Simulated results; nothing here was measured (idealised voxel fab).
process module | voxel gate over fins
cross-section cut | 280 nm wide | cells 5 nm
A cross-section is a grid of square cells, given in bands from the top down. A band is one or more rows of cells.
Each band's line starts with the height of the band's top and of its bottom, in nm. Then come its materials from left to right, each with its width in nm. One material with "throughout" fills the band from edge to edge. "air" is empty space.
Height 0 is the level under which the wafer as received is all one material. The lowest band goes on downwards, as in "0 down".
A width such as "30 to 40" changes by the same amount from each row of cells to the next, from the band's top row to its bottom row.
"no change" after a step means that no cell of the cross-section changed.
closed voids: empty space of 8 cells or more with no open way to the top, each as width x height at its distance from the left edge, in nm
after a step's settings: what the simulator itself notes on the step
overlay nm, on a step with a mask: how far to the right of its planned place the mask lay; to the left if negative
plan
1 op RECEIVE | material Si
2 op CONFORMAL_DEP | material SiN | thk nm 5
3 op PATTERN | tone cover | mask id FINS | material resist | width nm 15 | pitch nm 45 | thk nm 20 | overlay nm 0
4 op DIRECTIONAL_ETCH | etch materials SiN | depth nm 5
5 op DIRECTIONAL_ETCH | etch materials Si | depth nm 35
6 op STRIP | etch materials resist
7 op FILL_DEP | material SiO2 | thk nm 15
8 op CMP | height nm 5
9 op SELECTIVE_ETCH | etch materials SiO2 | depth nm 20
10 op STRIP | etch materials SiN
11 op CONFORMAL_DEP | material HfO2 | thk nm 5
12 op CONFORMAL_DEP | material TiN | thk nm 5
13 op CONFORMAL_DEP | material TiAl | thk nm 5
14 op CONFORMAL_DEP | material TiN | thk nm 5
15 op FILL_DEP | material W | thk nm 10
16 op CMP | height nm 25
17 op CONFORMAL_DEP | material SiN | thk nm 10
first wafer, as planned
as received, after step 1
  0 down: Si throughout
  closed voids: none
after step 2
  5 to 0: SiN throughout
  below 0: unchanged
after step 3
  25 to 5: air 110 | resist 15 | air 30 | resist 15 | air 110
  below 5: unchanged
after step 4
  25 to 5: air 110 | resist 15 | air 30 | resist 15 | air 110
  5 to 0: air 110 | SiN 15 | air 30 | SiN 15 | air 110
  below 0: unchanged
after step 5
  25 to 5: air 110 | resist 15 | air 30 | resist 15 | air 110
  5 to 0: air 110 | SiN 15 | air 30 | SiN 15 | air 110
  0 to -35: air 110 | Si 15 | air 30 | Si 15 | air 110
  below -35: unchanged
after step 6
  5 to 0: air 110 | SiN 15 | air 30 | SiN 15 | air 110
  below 0: unchanged
after step 7
  20 to 5: SiO2 throughout
  5 to 0: SiO2 110 | SiN 15 | SiO2 30 | SiN 15 | SiO2 110
  0 to -35: SiO2 110 | Si 15 | SiO2 30 | Si 15 | SiO2 110
  below -35: unchanged
after step 8
  5 to 0: SiO2 110 | SiN 15 | SiO2 30 | SiN 15 | SiO2 110
  below 0: unchanged
after step 9
  5 to 0: air 110 | SiN 15 | air 30 | SiN 15 | air 110
  0 to -15: air 110 | Si 15 | air 30 | Si 15 | air 110
  below -15: unchanged
after step 10
  0 to -15: air 110 | Si 15 | air 30 | Si 15 | air 110
  below -15: unchanged
after step 11
  5 to 0: air 105 | HfO2 25 | air 20 | HfO2 25 | air 105
  0 to -10: air 105 | HfO2 5 | Si 15 | HfO2 5 | air 20 | HfO2 5 | Si 15 | HfO2 5 | air 105
  -10 to -15: HfO2 110 | Si 15 | HfO2 30 | Si 15 | HfO2 110
  below -15: unchanged
after step 12
  10 to 5: air 100 | TiN 35 | air 10 | TiN 35 | air 100
  5 to 0: air 100 | TiN 5 | HfO2 25 | TiN 5 | air 10 | TiN 5 | HfO2 25 | TiN 5 | air 100
  0 to -5: air 100 | TiN 5 | HfO2 5 | Si 15 | HfO2 5 | TiN 5 | air 10 | TiN 5 | HfO2 5 | Si 15 | HfO2 5 | TiN 5 | air 100
  -5 to -10: TiN 105 | HfO2 5 | Si 15 | HfO2 5 | TiN 20 | HfO2 5 | Si 15 | HfO2 5 | TiN 105
  below -10: unchanged
after step 13
  15 to 10: air 95 | TiAl 90 | air 95
  10 to 5: air 95 | TiAl 5 | TiN 35 | TiAl 10 | TiN 35 | TiAl 5 | air 95
  5 to 0: air 95 | TiAl 5 | TiN 5 | HfO2 25 | TiN 5 | TiAl 10 | TiN 5 | HfO2 25 | TiN 5 | TiAl 5 | air 95
  0 to -5: TiAl 100 | TiN 5 | HfO2 5 | Si 15 | HfO2 5 | TiN 5 | TiAl 10 | TiN 5 | HfO2 5 | Si 15 | HfO2 5 | TiN 5 | TiAl 100
  below -5: unchanged
after step 14
  20 to 15: air 90 | TiN 100 | air 90
  15 to 10: air 90 | TiN 5 | TiAl 90 | TiN 5 | air 90
  10 to 5: air 90 | TiN 5 | TiAl 5 | TiN 35 | TiAl 10 | TiN 35 | TiAl 5 | TiN 5 | air 90
  5 to 0: TiN 95 | TiAl 5 | TiN 5 | HfO2 25 | TiN 5 | TiAl 10 | TiN 5 | HfO2 25 | TiN 5 | TiAl 5 | TiN 95
  below 0: unchanged
after step 15
  30 to 20: W throughout
  20 to 15: W 90 | TiN 100 | W 90
  15 to 10: W 90 | TiN 5 | TiAl 90 | TiN 5 | W 90
  10 to 5: W 90 | TiN 5 | TiAl 5 | TiN 35 | TiAl 10 | TiN 35 | TiAl 5 | TiN 5 | W 90
  below 5: unchanged
after step 16
  25 to 20: W throughout
  below 20: unchanged
after step 17
  35 to 25: SiN throughout
  below 25: unchanged
second wafer: like start, like plan, one mistake. Through step 2 it matches the first wafer
when step 3 should have ended
  25 to 5: air 110 | resist 20 | air 25 | resist 20 | air 105
  below 5: unchanged
when step 4 should have ended
  25 to 5: air 110 | resist 20 | air 25 | resist 20 | air 105
  5 to 0: air 110 | SiN 20 | air 25 | SiN 20 | air 105
  below 0: unchanged
when step 5 should have ended
  25 to 5: air 110 | resist 20 | air 25 | resist 20 | air 105
  5 to 0: air 110 | SiN 20 | air 25 | SiN 20 | air 105
  0 to -35: air 110 | Si 20 | air 25 | Si 20 | air 105
  below -35: unchanged
when step 6 should have ended
  5 to 0: air 110 | SiN 20 | air 25 | SiN 20 | air 105
  below 0: unchanged
when step 7 should have ended
  20 to 5: SiO2 throughout
  5 to 0: SiO2 110 | SiN 20 | SiO2 25 | SiN 20 | SiO2 105
  0 to -35: SiO2 110 | Si 20 | SiO2 25 | Si 20 | SiO2 105
  below -35: unchanged
when step 8 should have ended
  5 to 0: SiO2 110 | SiN 20 | SiO2 25 | SiN 20 | SiO2 105
  below 0: unchanged
when step 9 should have ended
  5 to 0: air 110 | SiN 20 | air 25 | SiN 20 | air 105
  0 to -15: air 110 | Si 20 | air 25 | Si 20 | air 105
  below -15: unchanged
when step 10 should have ended
  0 to -15: air 110 | Si 20 | air 25 | Si 20 | air 105
  below -15: unchanged
when step 11 should have ended
  5 to 0: air 105 | HfO2 30 | air 15 | HfO2 30 | air 100
  0 to -10: air 105 | HfO2 5 | Si 20 | HfO2 5 | air 15 | HfO2 5 | Si 20 | HfO2 5 | air 100
  -10 to -15: HfO2 110 | Si 20 | HfO2 25 | Si 20 | HfO2 105
  below -15: unchanged
when step 12 should have ended
  10 to 5: air 100 | TiN 40 | air 5 | TiN 40 | air 95
  5 to 0: air 100 | TiN 5 | HfO2 30 | TiN 5 | air 5 | TiN 5 | HfO2 30 | TiN 5 | air 95
  0 to -5: air 100 | TiN 5 | HfO2 5 | Si 20 | HfO2 5 | TiN 5 | air 5 | TiN 5 | HfO2 5 | Si 20 | HfO2 5 | TiN 5 | air 95
  -5 to -10: TiN 105 | HfO2 5 | Si 20 | HfO2 5 | TiN 15 | HfO2 5 | Si 20 | HfO2 5 | TiN 100
  below -10: unchanged
when step 13 should have ended
  15 to 10: air 95 | TiAl 95 | air 90
  10 to 5: air 95 | TiAl 5 | TiN 40 | TiAl 5 | TiN 40 | TiAl 5 | air 90
  5 to 0: air 95 | TiAl 5 | TiN 5 | HfO2 30 | TiN 5 | TiAl 5 | TiN 5 | HfO2 30 | TiN 5 | TiAl 5 | air 90
  0 to -5: TiAl 100 | TiN 5 | HfO2 5 | Si 20 | HfO2 5 | TiN 5 | TiAl 5 | TiN 5 | HfO2 5 | Si 20 | HfO2 5 | TiN 5 | TiAl 95
  below -5: unchanged
when step 14 should have ended
  20 to 15: air 90 | TiN 105 | air 85
  15 to 10: air 90 | TiN 5 | TiAl 95 | TiN 5 | air 85
  10 to 5: air 90 | TiN 5 | TiAl 5 | TiN 40 | TiAl 5 | TiN 40 | TiAl 5 | TiN 5 | air 85
  5 to 0: TiN 95 | TiAl 5 | TiN 5 | HfO2 30 | TiN 5 | TiAl 5 | TiN 5 | HfO2 30 | TiN 5 | TiAl 5 | TiN 90
  below 0: unchanged
when step 15 should have ended
  30 to 20: W throughout
  20 to 15: W 90 | TiN 105 | W 85
  15 to 10: W 90 | TiN 5 | TiAl 95 | TiN 5 | W 85
  10 to 5: W 90 | TiN 5 | TiAl 5 | TiN 40 | TiAl 5 | TiN 40 | TiAl 5 | TiN 5 | W 85
  below 5: unchanged
when step 16 should have ended
  25 to 20: W throughout
  below 20: unchanged
when step 17 should have ended
  35 to 25: SiN throughout
  below 25: unchanged
what went wrong: step 3 ran as: op PATTERN | tone cover | mask id FINS | material resist | width nm 20 | pitch nm 45 | thk nm 20 | overlay nm 0
at the end the second wafer has, in cells: 14 more of Si | 8 fewer of SiO2 | 3 fewer of TiAl | 3 fewer of W
